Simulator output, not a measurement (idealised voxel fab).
Documented hereafter: the process module known as voxel wiring stack.
Section shown: cut. Width: 230 nm. Cell size: 5 nm, square.
How to read a cross-section here: the picture is a grid of square cells, written as bands going from the top down, and any band can span one or more rows of cells. What a band's entry tells you: where the top is and where the bottom is, as heights in nm, and after that what lies inside, material by material from left to right, each with its width in nm. Empty space is written as the word "blank", and a single material marked with the word "full width" occupies the band from edge to edge. Below 0: as-received wafer, all one material; heights counted from there. Lowest band: no bottom, goes on down, written "0 nm and below". A width such as "30 to 40" changes by the same amount from each row of cells to the next, from the band's top row to its bottom row. No cell of the cross-section changed in a step that is given as "changes: none". If an empty space has no open way to the top and is at least 8 cells in size, "Sealed-off cavities" lists it, written width x height at distance, where distance is measured from the left edge and every value is in nm. Past the settings on a step's line: simulator remark, on that step. The optional step-line setting "overlay nm" applies to steps with a mask and quantifies how far to the right of its planned location the mask lay, a negative value indicating leftward placement. For the reader: what remains of this document is a series of pairs, each showing a cross-section before one process step and a cross-section after that step which reaches down only to the lowest band that changed, with the step between them and its settings set out under the pair. It should not be assumed that a pair continues from the pair above it; the pairs can come from different runs of this module on the same starting wafer, and such continuity exists only where the entry headed "State before step" says so.

# State before step
* 115 nm to 105 nm | 30 aC, 15 blank, 35 aC, 15 blank, 35 aC, 15 blank, 35 aC, 15 blank, 35 aC
* 105 nm to 90 nm | 30 lowk, 15 blank, 35 lowk, 15 blank, 35 lowk, 15 blank, 35 lowk, 15 blank, 35 lowk
* 90 nm to 80 nm | 30 lowk, 15 aC, 35 lowk, 15 aC, 35 lowk, 15 aC, 35 lowk, 15 aC, 35 lowk
* 80 nm to 75 nm | SiCN full width
* 75 nm to 60 nm | 30 lowk, 5 TiN, 10 Cu, 5 TiN, 30 lowk, 5 TiN, 10 Cu, 5 TiN, 30 lowk, 5 TiN, 10 Cu, 5 TiN, 30 lowk, 5 TiN, 10 Cu, 5 TiN, 30 lowk
* 60 nm to 55 nm | 30 lowk, 5 TiN, 5 Cu, 10 TiN, 30 lowk, 5 TiN, 5 Cu, 10 TiN, 30 lowk, 5 TiN, 5 Cu, 10 TiN, 30 lowk, 5 TiN, 5 Cu, 10 TiN, 30 lowk
* 55 nm to 45 nm | 30 lowk, 5 TiN, 5 Cu, 5 TiN, 35 lowk, 5 TiN, 5 Cu, 5 TiN, 35 lowk, 5 TiN, 5 Cu, 5 TiN, 35 lowk, 5 TiN, 5 Cu, 5 TiN, 35 lowk
* 45 nm to 40 nm | 30 SiCN, 15 TiN, 35 SiCN, 15 TiN, 35 SiCN, 15 TiN, 35 SiCN, 15 TiN, 35 SiCN
* 40 nm to 35 nm | 25 SiCN, 30 Ru, 20 SiCN, 30 Ru, 20 SiCN, 30 Ru, 20 SiCN, 30 Ru, 25 SiCN
* 35 nm to 20 nm | 30 lowk, 5 TiN, 10 W, 5 TiN, 30 lowk, 5 TiN, 10 W, 5 TiN, 30 lowk, 5 TiN, 10 W, 5 TiN, 30 lowk, 5 TiN, 10 W, 5 TiN, 30 lowk
* 20 nm to 15 nm | 30 SiN, 20 TiN, 30 SiN, 20 TiN, 30 SiN, 20 TiN, 30 SiN, 20 TiN, 30 SiN
* 15 nm to 0 nm | Cu full width
* 0 nm and below | Si full width
* Sealed-off cavities: none

# Section, Post-Step
* 145 nm to 115 nm | 30 resist, 20 blank, 30 resist, 20 blank, 30 resist, 20 blank, 30 resist, 20 blank, 30 resist
* Note: structure below 115 unchanged.
* Sealed-off cavities: none
Process step bridging the above cross-sections: PATTERN | tone open | mask id METAL_3 | material resist | width nm 20 | pitch nm 50 | thk nm 30 | overlay nm 0

State before step: Reference is made to the cross-section shown after the step in the pair directly above, which represents the state prior to this step.

# Section, Post-Step
* 135 nm to 115 nm | 30 resist, 20 blank, 30 resist, 20 blank, 30 resist, 20 blank, 30 resist, 20 blank, 30 resist
* 115 nm to 105 nm | 30 aC, 20 blank, 30 aC, 20 blank, 30 aC, 20 blank, 30 aC, 20 blank, 30 aC
* 105 nm to 80 nm | 30 lowk, 15 blank, 35 lowk, 15 blank, 35 lowk, 15 blank, 35 lowk, 15 blank, 35 lowk
* Note: structure below 80 unchanged.
* Sealed-off cavities: none
Process step bridging the above cross-sections: DIRECTIONAL_ETCH | etch materials aC | depth nm 10

State before step: Reference is made to the cross-section shown after the step in the pair directly above, which represents the state prior to this step.

# Section, Post-Step
* 115 nm to 105 nm | 30 aC, 20 blank, 30 aC, 20 blank, 30 aC, 20 blank, 30 aC, 20 blank, 30 aC
* Note: structure below 105 unchanged.
* Sealed-off cavities: none
Process step bridging the above cross-sections: STRIP | etch materials resist

State before step: Reference is made to the cross-section shown after the step in the pair directly above, which represents the state prior to this step.

# Section, Post-Step
* 115 nm to 105 nm | 30 aC, 20 blank, 30 aC, 20 blank, 30 aC, 20 blank, 30 aC, 20 blank, 30 aC
* 105 nm to 90 nm | 30 lowk, 20 blank, 30 lowk, 20 blank, 30 lowk, 20 blank, 30 lowk, 20 blank, 30 lowk
* Note: structure below 90 unchanged.
* Sealed-off cavities: none
Process step bridging the above cross-sections: DIRECTIONAL_ETCH | etch materials lowk | depth nm 15

State before step: Reference is made to the cross-section shown after the step in the pair directly above, which represents the state prior to this step.

# Section, Post-Step
* 115 nm to 105 nm | 30 aC, 20 blank, 30 aC, 20 blank, 30 aC, 20 blank, 30 aC, 20 blank, 30 aC
* 105 nm to 90 nm | 30 lowk, 20 blank, 30 lowk, 20 blank, 30 lowk, 20 blank, 30 lowk, 20 blank, 30 lowk
* 90 nm to 80 nm | 30 lowk, 15 blank, 35 lowk, 15 blank, 35 lowk, 15 blank, 35 lowk, 15 blank, 35 lowk
* 80 nm to 75 nm | 30 SiCN, 15 blank, 35 SiCN, 15 blank, 35 SiCN, 15 blank, 35 SiCN, 15 blank, 35 SiCN
* Note: structure below 75 unchanged.
* Sealed-off cavities: none
Process step bridging the above cross-sections: DIRECTIONAL_ETCH | etch materials SiCN | depth nm 5

State before step: Reference is made to the cross-section shown after the step in the pair directly above, which represents the state prior to this step.

# Section, Post-Step
* 105 nm to 90 nm | 30 lowk, 20 blank, 30 lowk, 20 blank, 30 lowk, 20 blank, 30 lowk, 20 blank, 30 lowk
* Note: structure below 90 unchanged.
* Sealed-off cavities: none
Process step bridging the above cross-sections: STRIP | etch materials aC

State before step: Reference is made to the cross-section shown after the step in the pair directly above, which represents the state prior to this step.

# Section, Post-Step
* 110 nm to 105 nm | 35 TiN, 10 blank, 40 TiN, 10 blank, 40 TiN, 10 blank, 40 TiN, 10 blank, 35 TiN
* 105 nm to 95 nm | 30 lowk, 5 TiN, 10 blank, 5 TiN, 30 lowk, 5 TiN, 10 blank, 5 TiN, 30 lowk, 5 TiN, 10 blank, 5 TiN, 30 lowk, 5 TiN, 10 blank, 5 TiN, 30 lowk
* 95 nm to 90 nm | 30 lowk, 5 TiN, 5 blank, 10 TiN, 30 lowk, 5 TiN, 5 blank, 10 TiN, 30 lowk, 5 TiN, 5 blank, 10 TiN, 30 lowk, 5 TiN, 5 blank, 10 TiN, 30 lowk
* 90 nm to 80 nm | 30 lowk, 5 TiN, 5 blank, 5 TiN, 35 lowk, 5 TiN, 5 blank, 5 TiN, 35 lowk, 5 TiN, 5 blank, 5 TiN, 35 lowk, 5 TiN, 5 blank, 5 TiN, 35 lowk
* 80 nm to 75 nm | 30 SiCN, 15 TiN, 35 SiCN, 15 TiN, 35 SiCN, 15 TiN, 35 SiCN, 15 TiN, 35 SiCN
* Note: structure below 75 unchanged.
* Sealed-off cavities: none
Process step bridging the above cross-sections: CONFORMAL_DEP | material TiN | thk nm 5

State before step: Reference is made to the cross-section shown after the step in the pair directly above, which represents the state prior to this step.

# Section, Post-Step
* 115 nm to 110 nm | Ru full width
* 110 nm to 105 nm | 35 TiN, 10 Ru, 40 TiN, 10 Ru, 40 TiN, 10 Ru, 40 TiN, 10 Ru, 35 TiN
* 105 nm to 95 nm | 30 lowk, 5 TiN, 10 Ru, 5 TiN, 30 lowk, 5 TiN, 10 Ru, 5 TiN, 30 lowk, 5 TiN, 10 Ru, 5 TiN, 30 lowk, 5 TiN, 10 Ru, 5 TiN, 30 lowk
* 95 nm to 90 nm | 30 lowk, 5 TiN, 5 Ru, 10 TiN, 30 lowk, 5 TiN, 5 Ru, 10 TiN, 30 lowk, 5 TiN, 5 Ru, 10 TiN, 30 lowk, 5 TiN, 5 Ru, 10 TiN, 30 lowk
* 90 nm to 80 nm | 30 lowk, 5 TiN, 5 Ru, 5 TiN, 35 lowk, 5 TiN, 5 Ru, 5 TiN, 35 lowk, 5 TiN, 5 Ru, 5 TiN, 35 lowk, 5 TiN, 5 Ru, 5 TiN, 35 lowk
* Note: structure below 80 unchanged.
* Sealed-off cavities: none
Process step bridging the above cross-sections: FILL_DEP | material Ru | thk nm 5

State before step: Reference is made to the cross-section shown after the step in the pair directly above, which represents the state prior to this step.

# Section, Post-Step
* 105 nm to 95 nm | 30 lowk, 5 TiN, 10 Ru, 5 TiN, 30 lowk, 5 TiN, 10 Ru, 5 TiN, 30 lowk, 5 TiN, 10 Ru, 5 TiN, 30 lowk, 5 TiN, 10 Ru, 5 TiN, 30 lowk
* Note: structure below 95 unchanged.
* Sealed-off cavities: none
Process step bridging the above cross-sections: CMP | height nm 105

State before step: Reference is made to the cross-section shown after the step in the pair directly above, which represents the state prior to this step.

# Section, Post-Step
* 110 nm to 105 nm | SiN full width
* Note: structure below 105 unchanged.
* Sealed-off cavities: none
Process step bridging the above cross-sections: CONFORMAL_DEP | material SiN | thk nm 5

# State before step
* 115 nm to 105 nm | 30 aC, 15 blank, 35 aC, 15 blank, 35 aC, 15 blank, 35 aC, 15 blank, 35 aC
* 105 nm to 90 nm | 30 lowk, 15 blank, 35 lowk, 15 blank, 35 lowk, 15 blank, 35 lowk, 15 blank, 35 lowk
* 90 nm to 80 nm | 30 lowk, 15 aC, 35 lowk, 15 aC, 35 lowk, 15 aC, 35 lowk, 15 aC, 35 lowk
* 80 nm to 75 nm | SiCN full width
* 75 nm to 60 nm | 30 lowk, 5 TiN, 10 Cu, 5 TiN, 30 lowk, 5 TiN, 10 Cu, 5 TiN, 30 lowk, 5 TiN, 10 Cu, 5 TiN, 30 lowk, 5 TiN, 10 Cu, 5 TiN, 30 lowk
* 60 nm to 55 nm | 30 lowk, 5 TiN, 5 Cu, 10 TiN, 30 lowk, 5 TiN, 5 Cu, 10 TiN, 30 lowk, 5 TiN, 5 Cu, 10 TiN, 30 lowk, 5 TiN, 5 Cu, 10 TiN, 30 lowk
* 55 nm to 45 nm | 30 lowk, 5 TiN, 5 Cu, 5 TiN, 35 lowk, 5 TiN, 5 Cu, 5 TiN, 35 lowk, 5 TiN, 5 Cu, 5 TiN, 35 lowk, 5 TiN, 5 Cu, 5 TiN, 35 lowk
* 45 nm to 40 nm | 30 SiCN, 15 TiN, 35 SiCN, 15 TiN, 35 SiCN, 15 TiN, 35 SiCN, 15 TiN, 35 SiCN
* 40 nm to 35 nm | 25 SiCN, 30 Ru, 20 SiCN, 30 Ru, 20 SiCN, 30 Ru, 20 SiCN, 30 Ru, 25 SiCN
* 35 nm to 20 nm | 30 lowk, 5 TiN, 10 W, 5 TiN, 30 lowk, 5 TiN, 10 W, 5 TiN, 30 lowk, 5 TiN, 10 W, 5 TiN, 30 lowk, 5 TiN, 10 W, 5 TiN, 30 lowk
* 20 nm to 15 nm | 30 SiN, 20 TiN, 30 SiN, 20 TiN, 30 SiN, 20 TiN, 30 SiN, 20 TiN, 30 SiN
* 15 nm to 0 nm | SiO2 full width
* 0 nm and below | Si full width
* Sealed-off cavities: none

# Section, Post-Step
* 145 nm to 115 nm | 30 blank, 20 resist, 30 blank, 20 resist, 30 blank, 20 resist, 30 blank, 20 resist, 30 blank
* 115 nm to 105 nm | 30 aC, 15 resist, 35 aC, 15 resist, 35 aC, 15 resist, 35 aC, 15 resist, 35 aC
* 105 nm to 90 nm | 30 lowk, 15 resist, 35 lowk, 15 resist, 35 lowk, 15 resist, 35 lowk, 15 resist, 35 lowk
* Note: structure below 90 unchanged.
* Sealed-off cavities: none
Process step bridging the above cross-sections: PATTERN | tone cover | mask id METAL_3 | material resist | width nm 20 | pitch nm 50 | thk nm 30 | overlay nm 0

State before step: Reference is made to the cross-section shown after the step in the pair directly above, which represents the state prior to this step.

# Section, Post-Step
* 135 nm to 115 nm | 30 blank, 20 resist, 30 blank, 20 resist, 30 blank, 20 resist, 30 blank, 20 resist, 30 blank
* 115 nm to 105 nm | 30 blank, 15 resist, 5 aC, 30 blank, 15 resist, 5 aC, 30 blank, 15 resist, 5 aC, 30 blank, 15 resist, 5 aC, 30 blank
* Note: structure below 105 unchanged.
* Sealed-off cavities: none
Process step bridging the above cross-sections: DIRECTIONAL_ETCH | etch materials aC | depth nm 10

State before step: Reference is made to the cross-section shown after the step in the pair directly above, which represents the state prior to this step.

# Section, Post-Step
* 115 nm to 105 nm | 45 blank, 5 aC, 45 blank, 5 aC, 45 blank, 5 aC, 45 blank, 5 aC, 30 blank
* 105 nm to 90 nm | 30 lowk, 15 blank, 35 lowk, 15 blank, 35 lowk, 15 blank, 35 lowk, 15 blank, 35 lowk
* Note: structure below 90 unchanged.
* Sealed-off cavities: none
Process step bridging the above cross-sections: STRIP | etch materials resist

State before step: Reference is made to the cross-section shown after the step in the pair directly above, which represents the state prior to this step.

# Section, Post-Step
* 115 nm to 105 nm | 45 blank, 5 aC, 45 blank, 5 aC, 45 blank, 5 aC, 45 blank, 5 aC, 30 blank
* 105 nm to 90 nm | 45 blank, 5 lowk, 45 blank, 5 lowk, 45 blank, 5 lowk, 45 blank, 5 lowk, 30 blank
* Note: structure below 90 unchanged.
* Sealed-off cavities: none
Process step bridging the above cross-sections: DIRECTIONAL_ETCH | etch materials lowk | depth nm 15

State before step: Reference is made to the cross-section shown after the step in the pair directly above, which represents the state prior to this step.

# Section, Post-Step
* 105 nm to 90 nm | 45 blank, 5 lowk, 45 blank, 5 lowk, 45 blank, 5 lowk, 45 blank, 5 lowk, 30 blank
* 90 nm to 80 nm | 30 lowk, 15 blank, 35 lowk, 15 blank, 35 lowk, 15 blank, 35 lowk, 15 blank, 35 lowk
* Note: structure below 80 unchanged.
* Sealed-off cavities: none
Process step bridging the above cross-sections: STRIP | etch materials aC

State before step: Reference is made to the cross-section shown after the step in the pair directly above, which represents the state prior to this step.

# Section, Post-Step
* 110 nm to 105 nm | 40 blank, 15 TiN, 35 blank, 15 TiN, 35 blank, 15 TiN, 35 blank, 15 TiN, 25 blank
* 105 nm to 95 nm | 40 blank, 5 TiN, 5 lowk, 5 TiN, 35 blank, 5 TiN, 5 lowk, 5 TiN, 35 blank, 5 TiN, 5 lowk, 5 TiN, 35 blank, 5 TiN, 5 lowk, 5 TiN, 25 blank
* 95 nm to 90 nm | 35 TiN, 5 blank, 5 TiN, 5 lowk, 35 TiN, 5 blank, 5 TiN, 5 lowk, 35 TiN, 5 blank, 5 TiN, 5 lowk, 35 TiN, 5 blank, 5 TiN, 5 lowk, 30 TiN
* 90 nm to 85 nm | 30 lowk, 5 TiN, 5 blank, 5 TiN, 35 lowk, 5 TiN, 5 blank, 5 TiN, 35 lowk, 5 TiN, 5 blank, 5 TiN, 35 lowk, 5 TiN, 5 blank, 5 TiN, 35 lowk
* 85 nm to 80 nm | 30 lowk, 15 TiN, 35 lowk, 15 TiN, 35 lowk, 15 TiN, 35 lowk, 15 TiN, 35 lowk
* Note: structure below 80 unchanged.
* Sealed-off cavities: none
Process step bridging the above cross-sections: CONFORMAL_DEP | material TiN | thk nm 5

State before step: Reference is made to the cross-section shown after the step in the pair directly above, which represents the state prior to this step.

# Section, Post-Step
* 115 nm to 110 nm | Ru full width
* 110 nm to 105 nm | 40 Ru, 15 TiN, 35 Ru, 15 TiN, 35 Ru, 15 TiN, 35 Ru, 15 TiN, 25 Ru
* 105 nm to 95 nm | 40 Ru, 5 TiN, 5 lowk, 5 TiN, 35 Ru, 5 TiN, 5 lowk, 5 TiN, 35 Ru, 5 TiN, 5 lowk, 5 TiN, 35 Ru, 5 TiN, 5 lowk, 5 TiN, 25 Ru
* 95 nm to 90 nm | 35 TiN, 5 Ru, 5 TiN, 5 lowk, 35 TiN, 5 Ru, 5 TiN, 5 lowk, 35 TiN, 5 Ru, 5 TiN, 5 lowk, 35 TiN, 5 Ru, 5 TiN, 5 lowk, 30 TiN
* 90 nm to 85 nm | 30 lowk, 5 TiN, 5 Ru, 5 TiN, 35 lowk, 5 TiN, 5 Ru, 5 TiN, 35 lowk, 5 TiN, 5 Ru, 5 TiN, 35 lowk, 5 TiN, 5 Ru, 5 TiN, 35 lowk
* Note: structure below 85 unchanged.
* Sealed-off cavities: none
Process step bridging the above cross-sections: FILL_DEP | material Ru | thk nm 5

State before step: Reference is made to the cross-section shown after the step in the pair directly above, which represents the state prior to this step.

# Section, Post-Step
* 105 nm to 95 nm | 40 Ru, 5 TiN, 5 lowk, 5 TiN, 35 Ru, 5 TiN, 5 lowk, 5 TiN, 35 Ru, 5 TiN, 5 lowk, 5 TiN, 35 Ru, 5 TiN, 5 lowk, 5 TiN, 25 Ru
* Note: structure below 95 unchanged.
* Sealed-off cavities: none
Process step bridging the above cross-sections: CMP | height nm 105

State before step: Reference is made to the cross-section shown after the step in the pair directly above, which represents the state prior to this step.

# Section, Post-Step
* 110 nm to 105 nm | SiN full width
* Note: structure below 105 unchanged.
* Sealed-off cavities: none
Process step bridging the above cross-sections: CONFORMAL_DEP | material SiN | thk nm 5
